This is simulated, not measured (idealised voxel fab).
Documented hereafter: the process module known as voxel wiring stack.
cross-section cut | 175 nm wide | cells 5 nm
Cross-section layout: square cells on a grid; listed as bands, top to bottom; a band spans one or more cell rows.
In this notation a band is specified by the heights of its top and bottom, in that order and in nm, after which its materials appear from left to right, each paired with its width in nm. The word "everywhere" attached to a single material means that material fills the band from edge to edge; the word "air" stands for empty space.
Beneath 0, the wafer as received is one material, and that level is where height counting begins. The lowest band goes on downward without a bottom; it is written like "0 nm and below".
Top row gets the first number, bottom row gets the second, and each row in between changes by the same step: that is how a band width like "30..40" works.
Key: "no change occurred" - step with no changed cell in the cross-section.
Entry "Entrapped voids". Content: empty spaces with no open connection to the top, size 8 cells or greater. Each: width x height at distance. Distance: from left edge. Unit: nm.
Post-settings text on a step line: simulator's own remark regarding the step.
overlay nm: mask offset rightward from planned place, masked step; negative means leftward offset.
## Process steps foreseen in the plan
step 1: RECEIVE [material Si]
step 2: CONFORMAL_DEP [material SiO2] [thk nm 15]
step 3: DIRECTIONAL_DEP [material TiN] [thk nm 5]
step 4: DIRECTIONAL_DEP [material Ru] [thk nm 15]
step 5: MASKED_ETCH [tone cover] [mask id METAL_1] [width nm 25] [pitch nm 55] [etch materials Ru] [depth nm 15] [overlay nm 0]
step 6: MASKED_ETCH [tone cover] [mask id METAL_1] [width nm 25] [pitch nm 55] [etch materials TiN] [depth nm 5] [overlay nm 0]
step 7: FILL_DEP [material lowk] [thk nm 5]
step 8: CMP [height nm 35]
step 9: CONFORMAL_DEP [material SiCN] [thk nm 5]
step 10: DIRECTIONAL_DEP [material lowk] [thk nm 10]
step 11: DIRECTIONAL_DEP [material aC] [thk nm 15]
step 12: PATTERN [tone open] [mask id PLUG_1] [material resist] [width nm 15] [pitch nm 55] [thk nm 30] [overlay nm 0]
step 13: DIRECTIONAL_ETCH [etch materials aC] [depth nm 15]
step 14: STRIP [etch materials resist]
step 15: DIRECTIONAL_ETCH [etch materials lowk] [depth nm 10]
step 16: DIRECTIONAL_ETCH [etch materials SiCN] [depth nm 5]
step 17: STRIP [etch materials aC]
step 18: CONFORMAL_DEP [material TiN] [thk nm 5]
step 19: FILL_DEP [material Ru] [thk nm 5]
step 20: CMP [height nm 50]
step 21: CONFORMAL_DEP [material SiCN] [thk nm 5]
step 22: DIRECTIONAL_DEP [material SiO2] [thk nm 15]
step 23: PATTERN [tone open] [mask id METAL_2] [material resist] [width nm 25] [pitch nm 55] [thk nm 15] [overlay nm 0]
step 24: DIRECTIONAL_ETCH [etch materials SiO2] [depth nm 15]
step 25: DIRECTIONAL_ETCH [etch materials SiCN] [depth nm 5]
step 26: STRIP [etch materials resist]
step 27: CONFORMAL_DEP [material TiN] [thk nm 5]
step 28: FILL_DEP [material Ru] [thk nm 5]
step 29: CMP [height nm 70]
step 30: CONFORMAL_DEP [material SiCN] [thk nm 5]
step 31: DIRECTIONAL_DEP [material SiO2] [thk nm 30]
step 32: MASKED_ETCH [tone open] [mask id METAL_3_HOLES] [width nm 15] [etch materials SiO2] [depth nm 30] [overlay nm 0]
step 33: MASKED_ETCH [tone open] [mask id METAL_3] [width nm 25] [pitch nm 55] [etch materials SiO2] [depth nm 15] [overlay nm 0]
step 34: MASKED_ETCH [tone open] [mask id METAL_3] [width nm 25] [pitch nm 55] [etch materials SiCN] [depth nm 5] [overlay nm 0]
step 35: CONFORMAL_DEP [material TiN] [thk nm 5]
step 36: FILL_DEP [material Ru] [thk nm 5]
step 37: CMP [height nm 105]
step 38: CONFORMAL_DEP [material SiCN] [thk nm 5]
## Cross-sectional view of the wafer in its as-received condition, corresponding to the state after step 1
  0 nm and below  Si everywhere
  Entrapped voids: none
## As-planned run: cross-section of the first of two wafers at end of module
  110 nm to 105 nm  SiCN everywhere
  105 nm to 95 nm  SiO2=45 | TiN=5 | Ru=15 | TiN=5 | SiO2=30 | TiN=5 | Ru=15 | TiN=5 | SiO2=50
  95 nm to 90 nm  SiO2=45 | TiN=5 | Ru=5 | TiN=15 | SiO2=30 | TiN=25 | SiO2=50
  90 nm to 75 nm  SiO2=45 | TiN=5 | Ru=5 | TiN=5 | SiO2=115
  75 nm to 70 nm  SiCN=45 | TiN=15 | SiCN=115
  70 nm to 55 nm  SiO2=45 | TiN=5 | Ru=15 | TiN=5 | SiO2=30 | TiN=5 | Ru=15 | TiN=5 | SiO2=50
  55 nm to 50 nm  SiCN=45 | TiN=25 | SiCN=30 | TiN=25 | SiCN=50
  50 nm to 40 nm  lowk=45 | TiN=5 | Ru=5 | TiN=5 | lowk=40 | TiN=5 | Ru=5 | TiN=5 | lowk=60
  40 nm to 35 nm  SiCN=45 | TiN=15 | SiCN=40 | TiN=15 | SiCN=60
  35 nm to 20 nm  lowk=45 | Ru=25 | lowk=30 | Ru=25 | lowk=50
  20 nm to 15 nm  lowk=45 | TiN=25 | lowk=30 | TiN=25 | lowk=50
  15 nm to 0 nm  SiO2 everywhere
  0 nm and below  Si everywhere
  Entrapped voids: none
## Cross-section, second wafer: same start as the first, same plan as the first, one mistake in running it; taken at the end of the module
  110 nm to 105 nm  SiCN everywhere
  105 nm to 95 nm  SiO2=40 | TiN=5 | Ru=25 | TiN=5 | SiO2=20 | TiN=5 | Ru=25 | TiN=5 | SiO2=45
  95 nm to 90 nm  SiO2=40 | TiN=10 | Ru=5 | TiN=20 | SiO2=20 | TiN=35 | SiO2=45
  90 nm to 75 nm  SiO2=45 | TiN=5 | Ru=5 | TiN=5 | SiO2=115
  75 nm to 70 nm  SiCN=45 | TiN=15 | SiCN=115
  70 nm to 55 nm  SiO2=45 | TiN=5 | Ru=15 | TiN=5 | SiO2=30 | TiN=5 | Ru=15 | TiN=5 | SiO2=50
  55 nm to 50 nm  SiCN=45 | TiN=25 | SiCN=30 | TiN=25 | SiCN=50
  50 nm to 40 nm  lowk=45 | TiN=5 | Ru=5 | TiN=5 | lowk=40 | TiN=5 | Ru=5 | TiN=5 | lowk=60
  40 nm to 35 nm  SiCN=45 | TiN=15 | SiCN=40 | TiN=15 | SiCN=60
  35 nm to 20 nm  lowk=45 | Ru=25 | lowk=30 | Ru=25 | lowk=50
  20 nm to 15 nm  lowk=45 | TiN=25 | lowk=30 | TiN=25 | lowk=50
  15 nm to 0 nm  SiO2 everywhere
  0 nm and below  Si everywhere
  Entrapped voids: none
Which mistake was made when the wafer was run? the process deviated at step 33: the operation and settings actually run there were MASKED_ETCH [tone open] [mask id METAL_3] [width nm 35] [pitch nm 55] [etch materials SiO2] [depth nm 15] [overlay nm 0]
At the finish, the second wafer shows more or fewer cells for some materials than the first does: +8 Ru | -12 SiO2 | +4 TiN
